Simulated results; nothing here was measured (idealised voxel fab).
Module name: voxel transistor to metal (process module)
The cross-section shown here is cut; it is 165 nm wide and divided into square cells measuring 5 nm on a side.
A cross-section is a grid of square cells, given in bands from the top down. A band is one or more rows of cells.
First you get the band's top height and its bottom height, in nm, and then the materials it's made of, left to right, with each width in nm. If you see a single material with "all across", that one covers the band edge to edge. "empty" is empty space.
Heights from 0 (as-received wafer is one material below). Bottom band endless downward, as "0 and below".
So if you see something like "30 to 40" for the width, read it as the top row of the band sitting at the first number and the bottom row at the second, with every row in between moving by the same amount as the last.
The designation "remains unaltered", where it is given for a processing step, indicates that no cell of the cross-section was altered in the course of that step.
Empty spaces without an open route to the top, at least 8 cells in extent, make up the entry "Sealed internal voids"; each is given as width x height at distance, where the distance is measured from the left edge, and all are in nm.
Formally, on a step line, whatever follows the settings is a remark that the simulator itself makes on the step.
The setting "overlay nm" may be written on the line of a step. When the step uses a mask, the value reports how far to the right of the planned place the mask lay, and a negative value reports that it lay to the left.
**Below is the list of planned process steps**
1) RECEIVE,material Si
2) CONFORMAL_DEP,material SiO2,thk nm 5
3) CONFORMAL_DEP,material SiN,thk nm 15
4) MASKED_ETCH,tone cover,mask id ACTIVE,width nm 105,etch materials SiN,depth nm 15,overlay nm 0
5) MASKED_ETCH,tone cover,mask id ACTIVE,width nm 105,etch materials SiO2,depth nm 5,overlay nm 0
6) MASKED_ETCH,tone cover,mask id ACTIVE,width nm 105,etch materials Si,depth nm 25,overlay nm 0
7) FILL_DEP,material SiO2,thk nm 15
8) CMP,height nm 20
9) SELECTIVE_ETCH,etch materials SiO2,depth nm 10
10) STRIP,etch materials SiN
11) SELECTIVE_ETCH,etch materials SiO2,depth nm 5
12) OXIDIZE,depth nm 5
13) DIRECTIONAL_DEP,material polySi,thk nm 20
14) DIRECTIONAL_DEP,material SiCN,thk nm 15
15) DIRECTIONAL_DEP,material aC,thk nm 10
16) PATTERN,tone cover,mask id GATE,material resist,width nm 35,thk nm 25,overlay nm 0
17) DIRECTIONAL_ETCH,etch materials aC,depth nm 10
18) STRIP,etch materials resist
19) DIRECTIONAL_ETCH,etch materials SiCN,depth nm 25
20) DIRECTIONAL_ETCH,etch materials polySi,depth nm 30
21) STRIP,etch materials aC
22) CONFORMAL_DEP,material SiO2,thk nm 5
23) DIRECTIONAL_ETCH,etch materials SiO2,depth nm 5
24) CONFORMAL_DEP,material SiN,thk nm 10
25) DIRECTIONAL_ETCH,etch materials SiN,depth nm 10
26) DIRECTIONAL_ETCH,etch materials SiO2,depth nm 5
27) DIRECTIONAL_ETCH,etch materials Si,depth nm 5
28) EPI,material nSi,thk nm 10
29) FILL_DEP,material SiO2,thk nm 10
30) CMP,height nm 20
31) STRIP,etch materials polySi
32) SELECTIVE_ETCH,etch materials SiO2,depth nm 5
33) CONFORMAL_DEP,material HfO2,thk nm 5
34) CONFORMAL_DEP,material TiN,thk nm 5
35) FILL_DEP,material W,thk nm 10
36) CMP,height nm 15
37) DIRECTIONAL_DEP,material SiO2,thk nm 10
38) MASKED_ETCH,tone open,mask id CONTACT,width nm 15,pitch nm 80,etch materials SiO2,depth nm 20,overlay nm 0
39) CONFORMAL_DEP,material TiN,thk nm 5
40) FILL_DEP,material W,thk nm 5
41) CMP,height nm 25
42) CONFORMAL_DEP,material SiCN,thk nm 5
43) DIRECTIONAL_DEP,material SiO2,thk nm 20
44) DIRECTIONAL_DEP,material aC,thk nm 10
45) PATTERN,tone open,mask id METAL_1,material resist,width nm 15,pitch nm 80,thk nm 25,overlay nm 0
46) DIRECTIONAL_ETCH,etch materials aC,depth nm 10
47) STRIP,etch materials resist
48) DIRECTIONAL_ETCH,etch materials SiO2,depth nm 20
49) DIRECTIONAL_ETCH,etch materials SiCN,depth nm 5
50) STRIP,etch materials aC
51) CONFORMAL_DEP,material TiN,thk nm 5
52) FILL_DEP,material Cu,thk nm 10
53) CMP,height nm 50
54) CONFORMAL_DEP,material SiCN,thk nm 5
55) DIRECTIONAL_DEP,material lowk,thk nm 25
56) MASKED_ETCH,tone open,mask id METAL_2,width nm 15,pitch nm 80,etch materials lowk,depth nm 15,overlay nm 0
57) MASKED_ETCH,tone open,mask id METAL_2_HOLES,width nm 15,pitch nm 80,etch materials lowk,depth nm 10,overlay nm 0
58) MASKED_ETCH,tone open,mask id METAL_2_HOLES,width nm 15,pitch nm 80,etch materials SiCN,depth nm 5,overlay nm 0
59) CONFORMAL_DEP,material TiN,thk nm 5
60) FILL_DEP,material Ru,thk nm 5
61) CMP,height nm 80
62) CONFORMAL_DEP,material SiCN,thk nm 5
**The first of two wafers, run as planned**
**So this is the incoming wafer in cross-section - it's already been through step 1**
* 0 and below = Si all across
* Sealed internal voids: none
**Cross-section through the wafer, step 2 finished**
* 5 down to 0 = SiO2 all across
* Heights below 0 show no change.
**Cross-section through the wafer, step 3 finished**
* 20 down to 5 = SiN all across
* Heights below 5 show no change.
**Cross-section through the wafer, step 4 finished**
* 20 down to 5 = empty=30  SiN=105  empty=30
* Heights below 5 show no change.
**Cross-section through the wafer, step 5 finished**
* 20 down to 5 = empty=30  SiN=105  empty=30
* 5 down to 0 = empty=30  SiO2=105  empty=30
* Heights below 0 show no change.
**Cross-section through the wafer, step 6 finished**
* 20 down to 5 = empty=30  SiN=105  empty=30
* 5 down to 0 = empty=30  SiO2=105  empty=30
* 0 down to -25 = empty=30  Si=105  empty=30
* Heights below -25 show no change.
**Cross-section through the wafer, step 7 finished**
* 35 down to 20 = SiO2 all across
* 20 down to 5 = SiO2=30  SiN=105  SiO2=30
* 5 down to 0 = SiO2 all across
* 0 down to -25 = SiO2=30  Si=105  SiO2=30
* Heights below -25 show no change.
**Cross-section through the wafer, step 8 finished**
* 20 down to 5 = SiO2=30  SiN=105  SiO2=30
* Heights below 5 show no change.
**Cross-section through the wafer, step 9 finished**
* 20 down to 10 = empty=30  SiN=105  empty=30
* Heights below 10 show no change.
**Cross-section through the wafer, step 10 finished**
* 10 down to 5 = SiO2=30  empty=105  SiO2=30
* Heights below 5 show no change.
**Cross-section through the wafer, step 11 finished**
* 5 down to 0 = SiO2=25  empty=115  SiO2=25
* Heights below 0 show no change.
**Cross-section through the wafer, step 12 finished**
* 5 down to 0 = SiO2=25  empty=115  SiO2=25
* 0 down to -5 = SiO2 all across
* Heights below -5 show no change.
**Cross-section through the wafer, step 13 finished**
* 25 down to 20 = polySi=25  empty=115  polySi=25
* 20 down to 5 = polySi all across
* 5 down to 0 = SiO2=25  polySi=115  SiO2=25
* Heights below 0 show no change.
**Cross-section through the wafer, step 14 finished**
* 40 down to 35 = SiCN=25  empty=115  SiCN=25
* 35 down to 25 = SiCN all across
* 25 down to 20 = polySi=25  SiCN=115  polySi=25
* Heights below 20 show no change.
**Cross-section through the wafer, step 15 finished**
* 50 down to 45 = aC=25  empty=115  aC=25
* 45 down to 40 = aC all across
* 40 down to 35 = SiCN=25  aC=115  SiCN=25
* Heights below 35 show no change.
**Cross-section through the wafer, step 16 finished**
* 75 down to 50 = empty=65  resist=35  empty=65
* 50 down to 45 = aC=25  empty=40  resist=35  empty=40  aC=25
* Heights below 45 show no change.
**Cross-section through the wafer, step 17 finished**
* 65 down to 45 = empty=65  resist=35  empty=65
* 45 down to 40 = empty=65  aC=35  empty=65
* 40 down to 35 = SiCN=25  empty=40  aC=35  empty=40  SiCN=25
* Heights below 35 show no change.
**Cross-section through the wafer, step 18 finished**
* 45 down to 40 = empty=65  aC=35  empty=65
* Heights below 40 show no change.
**Cross-section through the wafer, step 19 finished**
* 45 down to 35 = empty=65  aC=35  empty=65
* 35 down to 25 = empty=65  SiCN=35  empty=65
* 25 down to 20 = polySi=25  empty=40  SiCN=35  empty=40  polySi=25
* Heights below 20 show no change.
**Cross-section through the wafer, step 20 finished**
* 45 down to 35 = empty=65  aC=35  empty=65
* 35 down to 20 = empty=65  SiCN=35  empty=65
* 20 down to 5 = empty=65  polySi=35  empty=65
* 5 down to 0 = SiO2=25  empty=40  polySi=35  empty=40  SiO2=25
* Heights below 0 show no change.
**Cross-section through the wafer, step 21 finished**
* 35 down to 20 = empty=65  SiCN=35  empty=65
* Heights below 20 show no change.
**Cross-section through the wafer, step 22 finished**
* 40 down to 35 = empty=60  SiO2=45  empty=60
* 35 down to 20 = empty=60  SiO2=5  SiCN=35  SiO2=5  empty=60
* 20 down to 10 = empty=60  SiO2=5  polySi=35  SiO2=5  empty=60
* 10 down to 5 = SiO2=30  empty=30  SiO2=5  polySi=35  SiO2=5  empty=30  SiO2=30
* 5 down to 0 = SiO2=65  polySi=35  SiO2=65
* Heights below 0 show no change.
**Cross-section through the wafer, step 23 finished**
* 35 down to 20 = empty=60  SiO2=5  SiCN=35  SiO2=5  empty=60
* 20 down to 5 = empty=60  SiO2=5  polySi=35  SiO2=5  empty=60
* 5 down to 0 = SiO2=30  empty=30  SiO2=5  polySi=35  SiO2=5  empty=30  SiO2=30
* Heights below 0 show no change.
**Cross-section through the wafer, step 24 finished**
* 45 down to 35 = empty=50  SiN=65  empty=50
* 35 down to 20 = empty=50  SiN=10  SiO2=5  SiCN=35  SiO2=5  SiN=10  empty=50
* 20 down to 15 = empty=50  SiN=10  SiO2=5  polySi=35  SiO2=5  SiN=10  empty=50
* 15 down to 10 = SiN=40  empty=10  SiN=10  SiO2=5  polySi=35  SiO2=5  SiN=10  empty=10  SiN=40
* 10 down to 5 = SiN=60  SiO2=5  polySi=35  SiO2=5  SiN=60
* 5 down to 0 = SiO2=30  SiN=30  SiO2=5  polySi=35  SiO2=5  SiN=30  SiO2=30
* Heights below 0 show no change.
**Cross-section through the wafer, step 25 finished**
* 35 down to 20 = empty=50  SiN=10  SiO2=5  SiCN=35  SiO2=5  SiN=10  empty=50
* 20 down to 5 = empty=50  SiN=10  SiO2=5  polySi=35  SiO2=5  SiN=10  empty=50
* 5 down to 0 = SiO2=30  SiN=10  empty=10  SiN=10  SiO2=5  polySi=35  SiO2=5  SiN=10  empty=10  SiN=10  SiO2=30
* Heights below 0 show no change.
**Cross-section through the wafer, step 26 finished**
* 35 down to 30 = empty=50  SiN=10  empty=5  SiCN=35  empty=5  SiN=10  empty=50
* 30 down to 20 = empty=50  SiN=10  SiO2=5  SiCN=35  SiO2=5  SiN=10  empty=50
* 20 down to 5 = empty=50  SiN=10  SiO2=5  polySi=35  SiO2=5  SiN=10  empty=50
* 5 down to 0 = empty=30  SiN=10  empty=10  SiN=10  SiO2=5  polySi=35  SiO2=5  SiN=10  empty=10  SiN=10  empty=30
* 0 down to -5 = SiO2=40  empty=10  SiO2=65  empty=10  SiO2=40
* Heights below -5 show no change.
**Cross-section through the wafer, step 27 finished**
* 35 down to 30 = empty=50  SiN=10  empty=5  SiCN=35  empty=5  SiN=10  empty=50
* 30 down to 20 = empty=50  SiN=10  SiO2=5  SiCN=35  SiO2=5  SiN=10  empty=50
* 20 down to 5 = empty=50  SiN=10  SiO2=5  polySi=35  SiO2=5  SiN=10  empty=50
* 5 down to 0 = empty=30  SiN=10  empty=10  SiN=10  SiO2=5  polySi=35  SiO2=5  SiN=10  empty=10  SiN=10  empty=30
* 0 down to -5 = SiO2=40  empty=10  SiO2=65  empty=10  SiO2=40
* -5 down to -10 = SiO2=30  Si=10  empty=10  Si=65  empty=10  Si=10  SiO2=30
* Heights below -10 show no change.
**Cross-section through the wafer, step 28 finished**
* 35 down to 30 = empty=50  SiN=10  empty=5  SiCN=35  empty=5  SiN=10  empty=50
* 30 down to 20 = empty=50  SiN=10  SiO2=5  SiCN=35  SiO2=5  SiN=10  empty=50
* 20 down to 5 = empty=50  SiN=10  SiO2=5  polySi=35  SiO2=5  SiN=10  empty=50
* 5 down to 0 = empty=30  SiN=10  nSi=10  SiN=10  SiO2=5  polySi=35  SiO2=5  SiN=10  nSi=10  SiN=10  empty=30
* 0 down to -5 = SiO2=40  nSi=10  SiO2=65  nSi=10  SiO2=40
* -5 down to -10 = SiO2=30  Si=10  nSi=10  Si=65  nSi=10  Si=10  SiO2=30
* Heights below -10 show no change.
**Cross-section through the wafer, step 29 finished**
* 45 down to 35 = SiO2 all across
* 35 down to 20 = SiO2=50  SiN=10  SiO2=5  SiCN=35  SiO2=5  SiN=10  SiO2=50
* 20 down to 5 = SiO2=50  SiN=10  SiO2=5  polySi=35  SiO2=5  SiN=10  SiO2=50
* 5 down to 0 = SiO2=30  SiN=10  nSi=10  SiN=10  SiO2=5  polySi=35  SiO2=5  SiN=10  nSi=10  SiN=10  SiO2=30
* Heights below 0 show no change.
**Cross-section through the wafer, step 30 finished**
* 20 down to 5 = SiO2=50  SiN=10  SiO2=5  polySi=35  SiO2=5  SiN=10  SiO2=50
* Heights below 5 show no change.
**Cross-section through the wafer, step 31 finished**
* 20 down to 5 = SiO2=50  SiN=10  SiO2=5  empty=35  SiO2=5  SiN=10  SiO2=50
* 5 down to 0 = SiO2=30  SiN=10  nSi=10  SiN=10  SiO2=5  empty=35  SiO2=5  SiN=10  nSi=10  SiN=10  SiO2=30
* Heights below 0 show no change.
**Cross-section through the wafer, step 32 finished**
* 20 down to 15 = empty=50  SiN=10  empty=45  SiN=10  empty=50
* 15 down to 5 = SiO2=50  SiN=10  empty=45  SiN=10  SiO2=50
* 5 down to 0 = SiO2=30  SiN=10  nSi=10  SiN=10  empty=45  SiN=10  nSi=10  SiN=10  SiO2=30
* 0 down to -5 = SiO2=40  nSi=10  SiO2=10  empty=45  SiO2=10  nSi=10  SiO2=40
* Heights below -5 show no change.
**Cross-section through the wafer, step 33 finished**
* 25 down to 20 = empty=45  HfO2=20  empty=35  HfO2=20  empty=45
* 20 down to 15 = HfO2=50  SiN=10  HfO2=5  empty=35  HfO2=5  SiN=10  HfO2=50
* 15 down to 5 = SiO2=50  SiN=10  HfO2=5  empty=35  HfO2=5  SiN=10  SiO2=50
* 5 down to 0 = SiO2=30  SiN=10  nSi=10  SiN=10  HfO2=5  empty=35  HfO2=5  SiN=10  nSi=10  SiN=10  SiO2=30
* 0 down to -5 = SiO2=40  nSi=10  SiO2=10  HfO2=45  SiO2=10  nSi=10  SiO2=40
* Heights below -5 show no change.
**Cross-section through the wafer, step 34 finished**
* 30 down to 25 = empty=40  TiN=30  empty=25  TiN=30  empty=40
* 25 down to 20 = TiN=45  HfO2=20  TiN=5  empty=25  TiN=5  HfO2=20  TiN=45
* 20 down to 15 = HfO2=50  SiN=10  HfO2=5  TiN=5  empty=25  TiN=5  HfO2=5  SiN=10  HfO2=50
* 15 down to 5 = SiO2=50  SiN=10  HfO2=5  TiN=5  empty=25  TiN=5  HfO2=5  SiN=10  SiO2=50
* 5 down to 0 = SiO2=30  SiN=10  nSi=10  SiN=10  HfO2=5  TiN=35  HfO2=5  SiN=10  nSi=10  SiN=10  SiO2=30
* Heights below 0 show no change.
**Cross-section through the wafer, step 35 finished**
* 40 down to 30 = W all across
* 30 down to 25 = W=40  TiN=30  W=25  TiN=30  W=40
* 25 down to 20 = TiN=45  HfO2=20  TiN=5  W=25  TiN=5  HfO2=20  TiN=45
* 20 down to 15 = HfO2=50  SiN=10  HfO2=5  TiN=5  W=25  TiN=5  HfO2=5  SiN=10  HfO2=50
* 15 down to 5 = SiO2=50  SiN=10  HfO2=5  TiN=5  W=25  TiN=5  HfO2=5  SiN=10  SiO2=50
* Heights below 5 show no change.
**Cross-section through the wafer, step 36 finished**
* 15 down to 5 = SiO2=50  SiN=10  HfO2=5  TiN=5  W=25  TiN=5  HfO2=5  SiN=10  SiO2=50
* Heights below 5 show no change.
**Cross-section through the wafer, step 37 finished**
* 25 down to 15 = SiO2 all across
* Heights below 15 show no change.
**Cross-section through the wafer, step 38 finished**
* 25 down to 15 = SiO2=35  empty=15  SiO2=65  empty=15  SiO2=35
* 15 down to 5 = SiO2=35  empty=15  SiN=10  HfO2=5  TiN=5  W=25  TiN=5  HfO2=5  SiN=10  empty=15  SiO2=35
* Heights below 5 show no change.
**Cross-section through the wafer, step 39 finished**
* 30 down to 25 = TiN=40  empty=5  TiN=75  empty=5  TiN=40
* 25 down to 15 = SiO2=35  TiN=5  empty=5  TiN=5  SiO2=65  TiN=5  empty=5  TiN=5  SiO2=35
* 15 down to 10 = SiO2=35  TiN=5  empty=5  TiN=5  SiN=10  HfO2=5  TiN=5  W=25  TiN=5  HfO2=5  SiN=10  TiN=5  empty=5  TiN=5  SiO2=35
* 10 down to 5 = SiO2=35  TiN=15  SiN=10  HfO2=5  TiN=5  W=25  TiN=5  HfO2=5  SiN=10  TiN=15  SiO2=35
* Heights below 5 show no change.
**Cross-section through the wafer, step 40 finished**
* 35 down to 30 = W all across
* 30 down to 25 = TiN=40  W=5  TiN=75  W=5  TiN=40
* 25 down to 15 = SiO2=35  TiN=5  W=5  TiN=5  SiO2=65  TiN=5  W=5  TiN=5  SiO2=35
* 15 down to 10 = SiO2=35  TiN=5  W=5  TiN=5  SiN=10  HfO2=5  TiN=5  W=25  TiN=5  HfO2=5  SiN=10  TiN=5  W=5  TiN=5  SiO2=35
* Heights below 10 show no change.
**Cross-section through the wafer, step 41 finished**
* 25 down to 15 = SiO2=35  TiN=5  W=5  TiN=5  SiO2=65  TiN=5  W=5  TiN=5  SiO2=35
* Heights below 15 show no change.
**Cross-section through the wafer, step 42 finished**
* 30 down to 25 = SiCN all across
* Heights below 25 show no change.
**Cross-section through the wafer, step 43 finished**
* 50 down to 30 = SiO2 all across
* Heights below 30 show no change.
**Cross-section through the wafer, step 44 finished**
* 60 down to 50 = aC all across
* Heights below 50 show no change.
**Cross-section through the wafer, step 45 finished**
* 85 down to 60 = resist=35  empty=15  resist=65  empty=15  resist=35
* Heights below 60 show no change.
**Cross-section through the wafer, step 46 finished**
* 75 down to 60 = resist=35  empty=15  resist=65  empty=15  resist=35
* 60 down to 50 = aC=35  empty=15  aC=65  empty=15  aC=35
* Heights below 50 show no change.
**Cross-section through the wafer, step 47 finished**
* 60 down to 50 = aC=35  empty=15  aC=65  empty=15  aC=35
* Heights below 50 show no change.
**Cross-section through the wafer, step 48 finished**
* 60 down to 50 = aC=35  empty=15  aC=65  empty=15  aC=35
* 50 down to 30 = SiO2=35  empty=15  SiO2=65  empty=15  SiO2=35
* Heights below 30 show no change.
**Cross-section through the wafer, step 49 finished**
* 60 down to 50 = aC=35  empty=15  aC=65  empty=15  aC=35
* 50 down to 30 = SiO2=35  empty=15  SiO2=65  empty=15  SiO2=35
* 30 down to 25 = SiCN=35  empty=15  SiCN=65  empty=15  SiCN=35
* Heights below 25 show no change.
**Cross-section through the wafer, step 50 finished**
* 50 down to 30 = SiO2=35  empty=15  SiO2=65  empty=15  SiO2=35
* Heights below 30 show no change.
**Cross-section through the wafer, step 51 finished**
* 55 down to 50 = TiN=40  empty=5  TiN=75  empty=5  TiN=40
* 50 down to 30 = SiO2=35  TiN=5  empty=5  TiN=5  SiO2=65  TiN=5  empty=5  TiN=5  SiO2=35
* 30 down to 25 = SiCN=35  TiN=15  SiCN=65  TiN=15  SiCN=35
* Heights below 25 show no change.
**Cross-section through the wafer, step 52 finished**
* 65 down to 55 = Cu all across
* 55 down to 50 = TiN=40  Cu=5  TiN=75  Cu=5  TiN=40
* 50 down to 30 = SiO2=35  TiN=5  Cu=5  TiN=5  SiO2=65  TiN=5  Cu=5  TiN=5  SiO2=35
* Heights below 30 show no change.
**Cross-section through the wafer, step 53 finished**
* 50 down to 30 = SiO2=35  TiN=5  Cu=5  TiN=5  SiO2=65  TiN=5  Cu=5  TiN=5  SiO2=35
* Heights below 30 show no change.
**Cross-section through the wafer, step 54 finished**
* 55 down to 50 = SiCN all across
* Heights below 50 show no change.
**Cross-section through the wafer, step 55 finished**
* 80 down to 55 = lowk all across
* Heights below 55 show no change.
**Cross-section through the wafer, step 56 finished**
* 80 down to 65 = lowk=35  empty=15  lowk=65  empty=15  lowk=35
* Heights below 65 show no change.
**Cross-section through the wafer, step 57 finished**
* 80 down to 55 = lowk=35  empty=15  lowk=65  empty=15  lowk=35
* Heights below 55 show no change.
**Cross-section through the wafer, step 58 finished**
* 80 down to 55 = lowk=35  empty=15  lowk=65  empty=15  lowk=35
* 55 down to 50 = SiCN=35  empty=15  SiCN=65  empty=15  SiCN=35
* Heights below 50 show no change.
**Cross-section through the wafer, step 59 finished**
* 85 down to 80 = TiN=40  empty=5  TiN=75  empty=5  TiN=40
* 80 down to 55 = lowk=35  TiN=5  empty=5  TiN=5  lowk=65  TiN=5  empty=5  TiN=5  lowk=35
* 55 down to 50 = SiCN=35  TiN=15  SiCN=65  TiN=15  SiCN=35
* Heights below 50 show no change.
**Cross-section through the wafer, step 60 finished**
* 90 down to 85 = Ru all across
* 85 down to 80 = TiN=40  Ru=5  TiN=75  Ru=5  TiN=40
* 80 down to 55 = lowk=35  TiN=5  Ru=5  TiN=5  lowk=65  TiN=5  Ru=5  TiN=5  lowk=35
* Heights below 55 show no change.
**Cross-section through the wafer, step 61 finished**
* 80 down to 55 = lowk=35  TiN=5  Ru=5  TiN=5  lowk=65  TiN=5  Ru=5  TiN=5  lowk=35
* Heights below 55 show no change.
**Cross-section through the wafer, step 62 finished**
* 85 down to 80 = SiCN all across
* Heights below 80 show no change.
**Second wafer, same starting conditions and recipe as the first, one mistake in executing it, nothing differs from the first up to and including step 55**
**Second wafer shown in cross-section at the time step 56 was slated to end**
* 80 down to 65 = empty=35  lowk=15  empty=65  lowk=15  empty=35
* Heights below 65 show no change.
**Second wafer shown in cross-section at the time step 57 was slated to end**
* 70 down to 65 = empty=35  lowk=15  empty=65  lowk=15  empty=35
* Heights below 65 show no change.
Second wafer shown in cross-section at the time step 58 was slated to end: remains unaltered
**Second wafer shown in cross-section at the time step 59 was slated to end**
* 75 down to 70 = empty=30  TiN=25  empty=55  TiN=25  empty=30
* 70 down to 65 = TiN=35  lowk=15  TiN=65  lowk=15  TiN=35
* Heights below 65 show no change.
**Second wafer shown in cross-section at the time step 60 was slated to end**
* 80 down to 75 = Ru all across
* 75 down to 70 = Ru=30  TiN=25  Ru=55  TiN=25  Ru=30
* Heights below 70 show no change.
Second wafer shown in cross-section at the time step 61 was slated to end: remains unaltered
**Second wafer shown in cross-section at the time step 62 was slated to end**
* 85 down to 80 = SiCN all across
* Heights below 80 show no change.
Short version of what went wrong: the process deviated at step 56: the operation and settings actually run there were MASKED_ETCH,tone cover,mask id METAL_2,width nm 15,pitch nm 80,etch materials lowk,depth nm 15,overlay nm 0
It is noted that, at the conclusion of processing, the second wafer exhibits a higher or lower cell count for certain materials relative to the first: Ru: 46 more; SiCN: 6 more; TiN: 11 more; lowk: 63 fewer
